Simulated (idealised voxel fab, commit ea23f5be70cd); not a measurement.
Process module under the name voxel ribs on slabs
The cross-section shown here is cut; it is 155 nm wide and divided into square cells measuring 5 nm on a side.
Cross-section spec: square-cell grid; bands listed top down; each band is one or more rows. Look at the band entry: it leads with the top's height and the bottom's height in nm. Then it lists the materials left to right, with a width in nm for each. The word "full width" on a single material says that material fills the band edge to edge. The word "empty" is empty space. Height reference: 0 = level under which incoming wafer is all one material. Lowest band: no bottom, runs on downward, e.g. "0 down". A width such as "30..40" changes by the same amount from each row of cells to the next, from the band's top row to its bottom row. For the purposes of this document, the phrase "nothing got changed" attached to a step denotes that no cell within the cross-section was modified by that step. Entry "Internal closed voids". Content: empty spaces with no open connection to the top, size 8 cells or greater. Each: width x height at distance. Distance: from left edge. Unit: nm. Read whatever lies past the settings on a step's line as the simulator's own remark about the step. overlay nm: where the mask lay relative to plan, measured to the right, on steps with a mask; negatives go left.
Here's what the planned process steps look like:
- 1: RECEIVE: material Si
- 2: DIRECTIONAL_DEP: material SiO2, thk nm 25
- 3: DIRECTIONAL_DEP: material SiN, thk nm 20
- 4: DIRECTIONAL_DEP: material aC, thk nm 15
- 5: PATTERN: tone cover, mask id RIB, material resist, width nm 30, thk nm 35, overlay nm 0
- 6: DIRECTIONAL_ETCH: etch materials aC, depth nm 15
- 7: STRIP: etch materials resist
- 8: DIRECTIONAL_ETCH: etch materials SiN, depth nm 10
- 9: STRIP: etch materials aC
- 10: DIRECTIONAL_DEP: material aC, thk nm 15
- 11: PATTERN: tone cover, mask id SLAB, material resist, width nm 60, thk nm 30, overlay nm 0
- 12: DIRECTIONAL_ETCH: etch materials aC, depth nm 15
- 13: STRIP: etch materials resist
- 14: DIRECTIONAL_ETCH: etch materials SiN, depth nm 10
- 15: STRIP: etch materials aC
- 16: FILL_DEP: material SiO2, thk nm 20
- 17: CMP: height nm 55
- 18: DIRECTIONAL_DEP: material TiN, thk nm 10
- 19: PATTERN: tone cover, mask id HEATER, material resist, width nm 40, thk nm 20, overlay nm 0
- 20: DIRECTIONAL_ETCH: etch materials TiN, depth nm 10
- 21: STRIP: etch materials resist
- 22: CONFORMAL_DEP: material SiN, thk nm 5
This is the cross-section of the wafer as we received it, i.e. after step 1:
0 down | Si full width
Internal closed voids: none
Wafer cross-section at module end: first of two, run to plan:
70 to 65 | empty (50); SiN (50); empty (55)
65 to 60 | empty (50); SiN (5); TiN (40); SiN (5); empty (55)
60 to 55 | SiN (55); TiN (40); SiN (60)
55 to 45 | SiO2 full width
45 to 35 | SiO2 (60); SiN (30); SiO2 (65)
35 to 25 | SiO2 (45); SiN (60); SiO2 (50)
25 to 0 | SiO2 full width
0 down | Si full width
Internal closed voids: none
Same start, same plan as the first wafer - but one mistake in the run. Cross-section of the second of the two at the end of the module:
70 to 65 | empty (50); SiN (50); empty (55)
65 to 60 | empty (50); SiN (5); TiN (40); SiN (5); empty (55)
60 to 55 | SiN (55); TiN (40); SiN (60)
55 to 50 | SiO2 full width
50 to 40 | SiO2 (60); SiN (30); SiO2 (65)
40 to 25 | SiN full width
25 to 0 | SiO2 full width
0 down | Si full width
Internal closed voids: none
Deviation noted in wafer processing: step 10 did not happen as planned, as run it was DIRECTIONAL_DEP: material SiN, thk nm 15
In the final state, the cell counts of the second wafer exceed or fall short of those of the first for the following materials: +69 SiN; -69 SiO2
